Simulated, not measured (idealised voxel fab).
The document below concerns the process module designated voxel ribs on slabs.
175 nm wide, 5 nm square cells: that's cross-section cut.
A cross-section in this document is a grid of square cells, and it is written down as bands, the top band listed before the ones below it; a band is made up of one or more rows of cells.
Band entry format. Leading values: height of top, height of bottom, nm. Remainder: materials in left-to-right order, each with its width in nm. Special words: "all across" on a single material, which then fills the band edge to edge; "blank", empty space.
We count height from 0. Below that, the starting wafer is all one material. The lowest band never ends at the bottom but goes on down; see "0 down" for how that is written.
Note: "30..40" means the width goes from the first number (top row of the band) to the second number (bottom row) in equal steps per row of cells.
"no alteration" -> step changed no cross-section cell.
Each empty space that has no open way to the top and spans at least 8 cells appears under "Unvented voids" as width x height at distance, the distance counted from the left edge, all in nm.
Whatever follows a step's settings on its line is a remark the simulator itself makes about that step.
The setting "overlay nm" may be written on the line of a step. When the step uses a mask, the value reports how far to the right of the planned place the mask lay, and a negative value reports that it lay to the left.

Process steps (planned):
1. RECEIVE [material Si]
2. DIRECTIONAL_DEP [material SiO2] [thk nm 20]
3. DIRECTIONAL_DEP [material SiN] [thk nm 15]
4. DIRECTIONAL_DEP [material aC] [thk nm 10]
5. PATTERN [tone cover] [mask id RIB] [material resist] [width nm 25] [thk nm 25] [overlay nm 0]
6. DIRECTIONAL_ETCH [etch materials aC] [depth nm 10]
7. STRIP [etch materials resist]
8. DIRECTIONAL_ETCH [etch materials SiN] [depth nm 5]
9. STRIP [etch materials aC]
10. MASKED_ETCH [tone cover] [mask id SLAB] [width nm 85] [etch materials SiN] [depth nm 10] [overlay nm 0]
11. FILL_DEP [material SiO2] [thk nm 25]
12. CMP [height nm 50]
13. DIRECTIONAL_DEP [material W] [thk nm 5]
14. DIRECTIONAL_DEP [material aC] [thk nm 10]
15. PATTERN [tone cover] [mask id HEATER] [material resist] [width nm 35] [thk nm 25] [overlay nm 0]
16. DIRECTIONAL_ETCH [etch materials aC] [depth nm 10]
17. STRIP [etch materials resist]
18. DIRECTIONAL_ETCH [etch materials W] [depth nm 5]
19. STRIP [etch materials aC]
20. CONFORMAL_DEP [material SiO2] [thk nm 5]

Cross-section, incoming material, after step 1:
  0 down = Si all across
  Unvented voids: none

Cross-sectional result after module completion. Note: starting condition and plan are unchanged from above; one processing mistake was made:
  60 to 55 = 65 blank | 45 SiO2 | 65 blank
  55 to 50 = 70 SiO2 | 35 W | 70 SiO2
  50 to 40 = SiO2 all across
  40 to 30 = 45 SiO2 | 85 SiN | 45 SiO2
  30 to 20 = aC all across
  20 to 0 = SiO2 all across
  0 down = Si all across
  Unvented voids: none
Misprocessing identified: it was found that steps 3 and 4 of the process plan had been performed in exchanged positions
